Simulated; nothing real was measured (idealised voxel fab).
process module | voxel transistor to metal
cross-section cut | 140 nm wide | cells 5 nm
A cross-section is a grid of square cells, given in bands from the top down. A band is one or more rows of cells.
Each band's line starts with the height of the band's top and of its bottom, in nm. Then come its materials from left to right, each with its width in nm. One material with "throughout" fills the band from edge to edge. "air" is empty space.
Height 0 is the level under which the wafer as received is all one material. The lowest band goes on downwards, as in "0 down".
A width such as "30 to 40" changes by the same amount from each row of cells to the next, from the band's top row to its bottom row.
"no change" after a step means that no cell of the cross-section changed.
closed voids: empty space of 8 cells or more with no open way to the top, each as width x height at its distance from the left edge, in nm
after a step's settings: what the simulator itself notes on the step
overlay nm, on a step with a mask: how far to the right of its planned place the mask lay; to the left if negative
plan
1 op RECEIVE | material Si
2 op OXIDIZE | depth nm 5
3 op CONFORMAL_DEP | material SiN | thk nm 10
4 op MASKED_ETCH | tone cover | mask id ACTIVE | width nm 105 | etch materials SiN | depth nm 10 | overlay nm 0
5 op MASKED_ETCH | tone cover | mask id ACTIVE | width nm 105 | etch materials SiO2 | depth nm 5 | overlay nm 0
6 op MASKED_ETCH | tone cover | mask id ACTIVE | width nm 105 | etch materials Si | depth nm 30 | overlay nm 0
7 op OXIDIZE | depth nm 5
8 op FILL_DEP | material SiO2 | thk nm 15
9 op CMP | height nm 10
10 op SELECTIVE_ETCH | etch materials SiO2 | depth nm 5
11 op STRIP | etch materials SiN
12 op SELECTIVE_ETCH | etch materials SiO2 | depth nm 5
13 op OXIDIZE | depth nm 5
14 op DIRECTIONAL_DEP | material polySi | thk nm 20
15 op DIRECTIONAL_DEP | material SiCN | thk nm 15
16 op DIRECTIONAL_DEP | material aC | thk nm 10
17 op PATTERN | tone cover | mask id GATE | material resist | width nm 25 | thk nm 25 | overlay nm 0
18 op DIRECTIONAL_ETCH | etch materials aC | depth nm 10
19 op STRIP | etch materials resist
20 op DIRECTIONAL_ETCH | etch materials SiCN | depth nm 25
21 op DIRECTIONAL_ETCH | etch materials polySi | depth nm 30
22 op STRIP | etch materials aC
23 op CONFORMAL_DEP | material SiN | thk nm 5
24 op DIRECTIONAL_ETCH | etch materials SiN | depth nm 5
25 op DIRECTIONAL_ETCH | etch materials SiO2 | depth nm 5
26 op DIRECTIONAL_ETCH | etch materials Si | depth nm 5
27 op EPI | material pSi | thk nm 10
28 op FILL_DEP | material SiO2 | thk nm 10
29 op CMP | height nm 15
30 op STRIP | etch materials polySi
31 op SELECTIVE_ETCH | etch materials SiO2 | depth nm 5
32 op CONFORMAL_DEP | material HfO2 | thk nm 5
33 op CONFORMAL_DEP | material TiN | thk nm 5
34 op FILL_DEP | material W | thk nm 5
35 op CMP | height nm 10
36 op DIRECTIONAL_DEP | material SiO2 | thk nm 10
37 op PATTERN | tone open | mask id CONTACT | material resist | width nm 15 | pitch nm 80 | thk nm 15 | overlay nm 0
38 op DIRECTIONAL_ETCH | etch materials SiO2 | depth nm 25
39 op STRIP | etch materials resist
40 op CONFORMAL_DEP | material TiN | thk nm 5
41 op FILL_DEP | material Ru | thk nm 10
42 op CMP | height nm 20
43 op CONFORMAL_DEP | material SiCN | thk nm 5
44 op DIRECTIONAL_DEP | material lowk | thk nm 20
45 op DIRECTIONAL_DEP | material aC | thk nm 15
46 op PATTERN | tone open | mask id METAL_1 | material resist | width nm 15 | pitch nm 80 | thk nm 30 | overlay nm 0
47 op DIRECTIONAL_ETCH | etch materials aC | depth nm 15
48 op STRIP | etch materials resist
49 op DIRECTIONAL_ETCH | etch materials lowk | depth nm 20
50 op DIRECTIONAL_ETCH | etch materials SiCN | depth nm 5
51 op STRIP | etch materials aC
52 op CONFORMAL_DEP | material TiN | thk nm 5
53 op FILL_DEP | material Cu | thk nm 5
54 op CMP | height nm 45
55 op CONFORMAL_DEP | material SiCN | thk nm 5
56 op DIRECTIONAL_DEP | material lowk | thk nm 35
57 op PATTERN | tone open | mask id METAL_2 | material resist | width nm 15 | pitch nm 80 | thk nm 15 | overlay nm 0
58 op DIRECTIONAL_ETCH | etch materials lowk | depth nm 20
59 op STRIP | etch materials resist
60 op MASKED_ETCH | tone open | mask id METAL_2_HOLES | width nm 15 | pitch nm 80 | etch materials lowk | depth nm 15 | overlay nm 0
61 op MASKED_ETCH | tone open | mask id METAL_2_HOLES | width nm 15 | pitch nm 80 | etch materials SiCN | depth nm 5 | overlay nm -5
62 op CONFORMAL_DEP | material TiN | thk nm 5
63 op FILL_DEP | material Ru | thk nm 10
64 op CMP | height nm 85
65 op CONFORMAL_DEP | material SiCN | thk nm 5
varied across the wafers: overlay nm of step 61. The plan shows the first wafer's value. All wafers start alike
first wafer as received, after step 1
  0 down: Si throughout
  closed voids: none
each wafer at the end: cells of each material gained (+) or lost (-) since it was received, then its closed voids
overlay nm -5 | +8 Cu | +13 HfO2 | +20 Ru | -122 Si | +74 SiCN | +8 SiN | +144 SiO2 | +85 TiN | +2 W | +242 lowk | +30 pSi | closed voids: none
overlay nm 0 | +8 Cu | +13 HfO2 | +22 Ru | -122 Si | +72 SiCN | +8 SiN | +144 SiO2 | +85 TiN | +2 W | +242 lowk | +30 pSi | closed voids: none
overlay nm 5 | +8 Cu | +13 HfO2 | +20 Ru | -122 Si | +74 SiCN | +8 SiN | +144 SiO2 | +85 TiN | +2 W | +242 lowk | +30 pSi | closed voids: none
overlay nm 10 | +8 Cu | +13 HfO2 | +20 Ru | -122 Si | +76 SiCN | +8 SiN | +144 SiO2 | +83 TiN | +2 W | +242 lowk | +30 pSi | closed voids: none
